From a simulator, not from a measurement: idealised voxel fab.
Process module, titled voxel wiring stack
Cross-section cut spans 180 nm and uses square cells 5 nm in size.
Cross-section layout: square cells on a grid; listed as bands, top to bottom; a band spans one or more cell rows.
It is stipulated that each band's entry specify, in nanometres, the height of the top of the band and then that of its bottom, followed by the materials of the band in left-to-right sequence, each together with its width in nanometres. A single material marked by the word "edge to edge" is understood to fill the band from edge to edge; the word "air" is understood to denote empty space.
Counting heights begins at 0, where everything beneath is, in the wafer as received, one material. The lowest band has no bottom; it goes on downwards, as "from 0 down" shows.
Width "30->40": first value at the band's top row of cells, second value at its bottom row, equal change from row to row.
Key: "identical to before" - step with no changed cell in the cross-section.
Under "Sealed void inventory" you'll find the enclosed gaps, the ones with no way out to the top, that are 8 cells or bigger; each reads width x height at distance, with distance counted from the left edge, everything in nm.
Post-settings text on a step line: simulator's own remark regarding the step.
You can add "overlay nm" to a step's line. For a step with a mask, it describes how far the mask lay to the right of its planned position, and a negative number describes a lay to the left.
**The planned process steps are enumerated hereunder**
- 1: RECEIVE: material Si
- 2: CONFORMAL_DEP: material SiO2, thk nm 10
- 3: DIRECTIONAL_DEP: material TiN, thk nm 5
- 4: DIRECTIONAL_DEP: material Ru, thk nm 15
- 5: MASKED_ETCH: tone cover, mask id METAL_1, width nm 30, pitch nm 50, etch materials Ru, depth nm 15, overlay nm 0
- 6: MASKED_ETCH: tone cover, mask id METAL_1, width nm 30, pitch nm 50, etch materials TiN, depth nm 5, overlay nm 0
- 7: CONFORMAL_DEP: material SiCN, thk nm 5
- 8: FILL_DEP: material SiO2, thk nm 10
- 9: CMP: height nm 30
- 10: CONFORMAL_DEP: material SiCN, thk nm 5
- 11: DIRECTIONAL_DEP: material SiO2, thk nm 30
- 12: MASKED_ETCH: tone open, mask id METAL_2_HOLES, width nm 15, pitch nm 50, etch materials SiO2, depth nm 30, overlay nm 0
- 13: PATTERN: tone open, mask id METAL_2, material resist, width nm 30, pitch nm 50, thk nm 20, overlay nm 0
- 14: DIRECTIONAL_ETCH: etch materials SiO2, depth nm 20
- 15: DIRECTIONAL_ETCH: etch materials SiCN, depth nm 5
- 16: STRIP: etch materials resist
- 17: CONFORMAL_DEP: material TiN, thk nm 5
- 18: FILL_DEP: material Ru, thk nm 5
- 19: CMP: height nm 65
- 20: CONFORMAL_DEP: material SiCN, thk nm 5
- 21: DIRECTIONAL_DEP: material SiO2, thk nm 25
- 22: PATTERN: tone open, mask id METAL_3, material resist, width nm 30, pitch nm 50, thk nm 20, overlay nm 0
- 23: DIRECTIONAL_ETCH: etch materials SiO2, depth nm 15
- 24: STRIP: etch materials resist
- 25: MASKED_ETCH: tone open, mask id METAL_3_HOLES, width nm 15, etch materials SiO2, depth nm 10, overlay nm 0
- 26: MASKED_ETCH: tone open, mask id METAL_3_HOLES, width nm 15, etch materials SiCN, depth nm 5, overlay nm 0
- 27: CONFORMAL_DEP: material TiN, thk nm 5
- 28: FILL_DEP: material Ru, thk nm 10
- 29: CMP: height nm 95
- 30: CONFORMAL_DEP: material SiCN, thk nm 5
- 31: DIRECTIONAL_DEP: material lowk, thk nm 35
- 32: MASKED_ETCH: tone open, mask id METAL_4, width nm 30, pitch nm 50, etch materials lowk, depth nm 20, overlay nm 0
- 33: MASKED_ETCH: tone open, mask id METAL_4_HOLES, width nm 15, pitch nm 50, etch materials lowk, depth nm 15, overlay nm 0
- 34: MASKED_ETCH: tone open, mask id METAL_4_HOLES, width nm 15, pitch nm 50, etch materials SiCN, depth nm 5, overlay nm 0
- 35: CONFORMAL_DEP: material TiN, thk nm 5
- 36: FILL_DEP: material Ru, thk nm 5
- 37: CMP: height nm 135
- 38: CONFORMAL_DEP: material SiCN, thk nm 5
**So this is the incoming wafer in cross-section - it's already been through step 1**
    from 0 down | Si edge to edge
    Sealed void inventory: none
**Look at the cross-section after the module: the wafer started out the way shown above and the plan was the one shown above, yet one mistake was made along the way**
    from 140 to 135 | SiCN edge to edge
    from 135 to 120 | lowk 50, TiN 5, Ru 20, TiN 5, lowk 20, TiN 5, Ru 20, TiN 5, lowk 50
    from 120 to 115 | lowk 50, TiN 5, Ru 5, TiN 20, lowk 20, TiN 5, Ru 5, TiN 20, lowk 50
    from 115 to 100 | lowk 50, TiN 5, Ru 5, TiN 5, lowk 35, TiN 5, Ru 5, TiN 5, lowk 65
    from 100 to 95 | SiCN 50, TiN 15, SiCN 35, TiN 15, SiCN 65
    from 95 to 85 | SiO2 50, TiN 5, Ru 20, TiN 5, SiO2 20, TiN 5, Ru 20, TiN 5, SiO2 50
    from 85 to 80 | SiO2 50, TiN 5, Ru 5, TiN 20, SiO2 20, TiN 30, SiO2 50
    from 80 to 75 | SiO2 50, TiN 5, Ru 5, TiN 5, SiO2 115
    from 75 to 70 | SiO2 50, TiN 15, SiO2 115
    from 70 to 65 | SiCN 60, TiN 5, SiCN 115
    from 65 to 50 | SiO2 50, TiN 5, Ru 20, TiN 5, SiO2 20, TiN 5, Ru 20, TiN 5, SiO2 50
    from 50 to 45 | SiO2 50, TiN 5, Ru 5, TiN 20, SiO2 20, TiN 5, Ru 5, TiN 20, SiO2 50
    from 45 to 35 | SiO2 50, TiN 5, Ru 5, TiN 5, SiO2 35, TiN 5, Ru 5, TiN 5, SiO2 65
    from 35 to 30 | SiCN 50, TiN 15, SiCN 35, TiN 15, SiCN 65
    from 30 to 15 | SiO2 45, SiCN 5, Ru 30, SiCN 5, SiO2 10, SiCN 5, Ru 30, SiCN 5, SiO2 45
    from 15 to 10 | SiCN 50, TiN 30, SiCN 20, TiN 30, SiCN 50
    from 10 to 0 | SiO2 edge to edge
    from 0 down | Si edge to edge
    Sealed void inventory: none
Processing error: step 26 did not use the planned setting and instead ran as MASKED_ETCH: tone open, mask id METAL_3_HOLES, width nm 15, etch materials SiCN, depth nm 5, overlay nm 10
